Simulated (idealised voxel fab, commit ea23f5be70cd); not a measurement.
Process module in this document: voxel wiring stack
Displayed cross-section: cut, width of 220 nm, square cells sized 5 nm.
Cross-section spec: square-cell grid; bands listed top down; each band is one or more rows.
Read a band's entry like this: the first values are the height of its top and the height of its bottom in nm, and what follows is the sequence of materials from left to right, each with its width in nm. Note that "blank" is empty space, and that a single material marked "everywhere" reaches across the band from edge to edge.
Where do heights start? At 0: under that level the wafer as delivered is made of one material only. And the lowest band has no floor; it just carries on downward, as in "0 down".
Width: "30 to 40" (first number = top row, second number = bottom row, same change from row to row of cells).
"everything unchanged", as given for a step, is the statement that not any cell of the cross-section underwent a change during that step.
"Cavities, closed": sealed empty spaces, 8 cells or more, no open way to top, listed width x height at distance, with distance from the left edge and width, height and distance in nm.
If you see something after the settings on a step's line, that's the simulator's own remark about that step.
overlay nm, on a step with a mask: how far to the right of its planned place the mask lay; to the left if negative
Planned step list for the process
| 1 | RECEIVE | material Si |
| 2 | CONFORMAL_DEP | material SiO2 | thk nm 10 |
| 3 | CONFORMAL_DEP | material SiN | thk nm 5 |
| 4 | DIRECTIONAL_DEP | material lowk | thk nm 25 |
| 5 | MASKED_ETCH | tone open | mask id METAL_1 | width nm 25 | pitch nm 45 | etch materials lowk | depth nm 25 | overlay nm 0 |
| 6 | MASKED_ETCH | tone open | mask id METAL_1 | width nm 25 | pitch nm 45 | etch materials SiN | depth nm 5 | overlay nm 0 |
| 7 | CONFORMAL_DEP | material TiN | thk nm 5 |
| 8 | FILL_DEP | material Cu | thk nm 10 |
| 9 | CMP | height nm 40 |
| 10 | EPI | material Ru | thk nm 5 |
| 11 | FILL_DEP | material SiCN | thk nm 5 |
| 12 | DIRECTIONAL_DEP | material SiO2 | thk nm 10 |
| 13 | PATTERN | tone open | mask id PLUG_1 | material resist | width nm 15 | pitch nm 45 | thk nm 20 | overlay nm 0 |
| 14 | DIRECTIONAL_ETCH | etch materials SiO2 | depth nm 10 |
| 15 | DIRECTIONAL_ETCH | etch materials SiCN | depth nm 5 |
| 16 | STRIP | etch materials resist |
| 17 | EPI | material Ru | thk nm 10 |
| 18 | EPI | material Ru | thk nm 5 |
| 19 | DIRECTIONAL_DEP | material TiN | thk nm 5 |
| 20 | DIRECTIONAL_DEP | material W | thk nm 15 |
| 21 | PATTERN | tone cover | mask id METAL_2 | material resist | width nm 25 | pitch nm 45 | thk nm 15 | overlay nm 0 |
| 22 | DIRECTIONAL_ETCH | etch materials W | depth nm 15 |
| 23 | DIRECTIONAL_ETCH | etch materials TiN | depth nm 5 |
| 24 | STRIP | etch materials resist |
| 25 | FILL_DEP | material lowk | thk nm 10 |
| 26 | CMP | height nm 80 |
| 27 | CONFORMAL_DEP | material SiCN | thk nm 5 |
| 28 | DIRECTIONAL_DEP | material lowk | thk nm 20 |
| 29 | PATTERN | tone open | mask id PLUG_2 | material resist | width nm 15 | pitch nm 45 | thk nm 15 | overlay nm 0 |
| 30 | DIRECTIONAL_ETCH | etch materials lowk | depth nm 20 |
| 31 | DIRECTIONAL_ETCH | etch materials SiCN | depth nm 5 |
| 32 | STRIP | etch materials resist |
| 33 | EPI | material Ru | thk nm 10 |
| 34 | EPI | material Ru | thk nm 10 |
| 35 | EPI | material Ru | thk nm 5 |
| 36 | CONFORMAL_DEP | material SiCN | thk nm 5 |
| 37 | DIRECTIONAL_DEP | material lowk | thk nm 25 |
| 38 | MASKED_ETCH | tone open | mask id METAL_3 | width nm 25 | pitch nm 45 | etch materials lowk | depth nm 25 | overlay nm 0 |
| 39 | MASKED_ETCH | tone open | mask id METAL_3 | width nm 25 | pitch nm 45 | etch materials SiCN | depth nm 5 | overlay nm 0 |
| 40 | CONFORMAL_DEP | material TiN | thk nm 5 |
| 41 | FILL_DEP | material Ru | thk nm 10 |
| 42 | CMP | height nm 135 |
| 43 | CONFORMAL_DEP | material SiCN | thk nm 5 |
| 44 | DIRECTIONAL_DEP | material lowk | thk nm 10 |
| 45 | MASKED_ETCH | tone open | mask id PLUG_3 | width nm 15 | pitch nm 90 | etch materials lowk | depth nm 10 | overlay nm 0 |
| 46 | MASKED_ETCH | tone open | mask id PLUG_3 | width nm 15 | pitch nm 90 | etch materials SiCN | depth nm 5 | overlay nm 0 |
| 47 | EPI | material Ru | thk nm 10 |
| 48 | EPI | material Ru | thk nm 5 |
| 49 | CONFORMAL_DEP | material SiN | thk nm 5 |
| 50 | DIRECTIONAL_DEP | material SiO2 | thk nm 25 |
| 51 | PATTERN | tone open | mask id METAL_4 | material resist | width nm 25 | pitch nm 45 | thk nm 20 | overlay nm 0 |
| 52 | DIRECTIONAL_ETCH | etch materials SiO2 | depth nm 25 |
| 53 | DIRECTIONAL_ETCH | etch materials SiN | depth nm 5 |
| 54 | STRIP | etch materials resist |
| 55 | CONFORMAL_DEP | material TiN | thk nm 5 |
| 56 | FILL_DEP | material Cu | thk nm 10 |
| 57 | CMP | height nm 180 |
| 58 | EPI | material Ru | thk nm 5 |
| 59 | FILL_DEP | material SiCN | thk nm 5 |
The cross-section here shows the wafer as received, i.e. in its state after step 1
  0 down | Si everywhere
  Cavities, closed: none
This is how the wafer looks in cross-section once the module is done, given the starting state and plan above and one mistake in carrying the plan out
  190 to 185 | SiCN everywhere
  185 to 180 | 25 SiCN | 35 Ru | 10 SiCN | 35 Ru | 10 SiCN | 35 Ru | 10 SiCN | 35 Ru | 25 SiCN
  180 to 155 | 30 SiO2 | 5 TiN | 15 Cu | 5 TiN | 20 SiO2 | 5 TiN | 15 Cu | 5 TiN | 20 SiO2 | 5 TiN | 15 Cu | 5 TiN | 20 SiO2 | 5 TiN | 15 Cu | 5 TiN | 30 SiO2
  155 to 150 | 30 SiN | 25 TiN | 20 SiN | 25 TiN | 20 SiN | 25 TiN | 20 SiN | 25 TiN | 30 SiN
  150 to 140 | 30 lowk | 15 Ru | 75 lowk | 15 Ru | 85 lowk
  140 to 135 | 30 SiCN | 15 Ru | 75 SiCN | 15 Ru | 85 SiCN
  135 to 110 | 30 lowk | 5 TiN | 15 Ru | 5 TiN | 20 lowk | 5 TiN | 15 Ru | 5 TiN | 20 lowk | 5 TiN | 15 Ru | 5 TiN | 20 lowk | 5 TiN | 15 Ru | 5 TiN | 30 lowk
  110 to 105 | 30 SiCN | 25 TiN | 20 SiCN | 25 TiN | 20 SiCN | 25 TiN | 20 SiCN | 25 TiN | 30 SiCN
  105 to 85 | 30 lowk | 15 Ru | 30 lowk | 15 Ru | 30 lowk | 15 Ru | 30 lowk | 15 Ru | 40 lowk
  85 to 80 | 30 SiCN | 15 Ru | 30 SiCN | 15 Ru | 30 SiCN | 15 Ru | 30 SiCN | 15 Ru | 40 SiCN
  80 to 65 | 30 lowk | 25 W | 20 lowk | 25 W | 20 lowk | 25 W | 20 lowk | 25 W | 30 lowk
  65 to 60 | 30 lowk | 25 TiN | 20 lowk | 25 TiN | 20 lowk | 25 TiN | 20 lowk | 25 TiN | 30 lowk
  60 to 50 | 30 SiO2 | 15 Ru | 30 SiO2 | 15 Ru | 30 SiO2 | 15 Ru | 30 SiO2 | 15 Ru | 40 SiO2
  50 to 40 | 30 to 25 SiCN | 15 to 35 Ru | 30 to 10 SiCN | 15 to 35 Ru | 30 to 10 SiCN | 15 to 35 Ru | 30 to 10 SiCN | 15 to 35 Ru | 40 to 25 SiCN
  40 to 15 | 30 lowk | 5 TiN | 15 Cu | 5 TiN | 20 lowk | 5 TiN | 15 Cu | 5 TiN | 20 lowk | 5 TiN | 15 Cu | 5 TiN | 20 lowk | 5 TiN | 15 Cu | 5 TiN | 30 lowk
  15 to 10 | 30 SiN | 25 TiN | 20 SiN | 25 TiN | 20 SiN | 25 TiN | 20 SiN | 25 TiN | 30 SiN
  10 to 0 | Ru everywhere
  0 down | Si everywhere
  Cavities, closed: none
Deviation noted in wafer processing: step 2 was processed under conditions differing from the plan, specifically as CONFORMAL_DEP | material Ru | thk nm 10
